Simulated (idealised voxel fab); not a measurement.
voxel released beams: a process module
It is cross-section cut that appears here, measuring 145 nm in width, its square cells being 5 nm in size.
Cross-section = grid of square cells, listed top down in bands; band = one or more rows. Heights first: top, then bottom, in nm. Then materials, left to right, each with a width in nm. "everywhere" on a single material: fills the band edge to edge. "empty": empty space. Height is counted from the level 0, under which the received wafer is composed throughout of one material. The lowest of the bands is not closed at the bottom but continues downward, in the notation "0 nm and below". A width given as "30 to 40" starts at the first number in the band's top row and ends at the second number in its bottom row, shifting by an equal amount at every step from row to row. No cell of the cross-section changed in a step that is given as "remained unchanged". "Completely sealed voids" contains a list of empty spaces, each no smaller than 8 cells and without an open way to the top, written in the form width x height at distance with the distance from the left edge and all three in nm. It should be noted that, on the line of a given step, the content following the step's settings is a remark produced by the simulator itself with respect to that step. Regarding "overlay nm": on a step with a mask, it is the distance the mask lay to the right of its planned place; a negative value places it to the left.
Steps in the process plan
| 1 | RECEIVE (material Si) |
| 2 | CONFORMAL_DEP (material Al2O3; thk nm 10) |
| 3 | DIRECTIONAL_DEP (material SiO2; thk nm 20) |
| 4 | DIRECTIONAL_DEP (material aC; thk nm 15) |
| 5 | PATTERN (tone open; mask id ANCHOR; material resist; width nm 25; thk nm 30; overlay nm 0) |
| 6 | DIRECTIONAL_ETCH (etch materials aC; depth nm 15) |
| 7 | STRIP (etch materials resist) |
| 8 | DIRECTIONAL_ETCH (etch materials SiO2; depth nm 20) |
| 9 | STRIP (etch materials aC) |
| 10 | CONFORMAL_DEP (material SiN; thk nm 10) |
| 11 | PATTERN (tone cover; mask id BEAM; material resist; width nm 80; thk nm 15; overlay nm 0) |
| 12 | DIRECTIONAL_ETCH (etch materials SiN; depth nm 10) |
| 13 | STRIP (etch materials resist) |
| 14 | STRIP (etch materials SiO2) |
as received, after step 1
> 0 nm and below: Si everywhere
> Completely sealed voids: none
Post-module cross-section of the first of two wafers (run per plan)
> 40 nm to 30 nm: empty=30 / SiN=15 / empty=5 / SiN=60 / empty=35
> 30 nm to 20 nm: empty=35 / SiN=10 / empty=5 / SiN=10 / empty=85
> 20 nm to 10 nm: empty=35 / SiN=25 / empty=85
> 10 nm to 0 nm: Al2O3 everywhere
> 0 nm and below: Si everywhere
> Completely sealed voids: none
Cross-section, wafer two of two, end of module: same start and plan as wafer one, one error in execution
> 30 nm to 20 nm: empty=30 / SiN=15 / empty=5 / SiN=60 / empty=35
> 20 nm to 10 nm: empty=35 / SiN=10 / empty=5 / SiN=10 / empty=85
> 10 nm to 0 nm: empty=35 / SiN=25 / empty=85
> 0 nm and below: Si everywhere
> Completely sealed voids: none
The plan and the run diverged here: step 2 of the plan got skipped, so it never ran
Bottom line after processing is that, in cells, the second wafer is up or down on some materials versus the first: 58 fewer of Al2O3
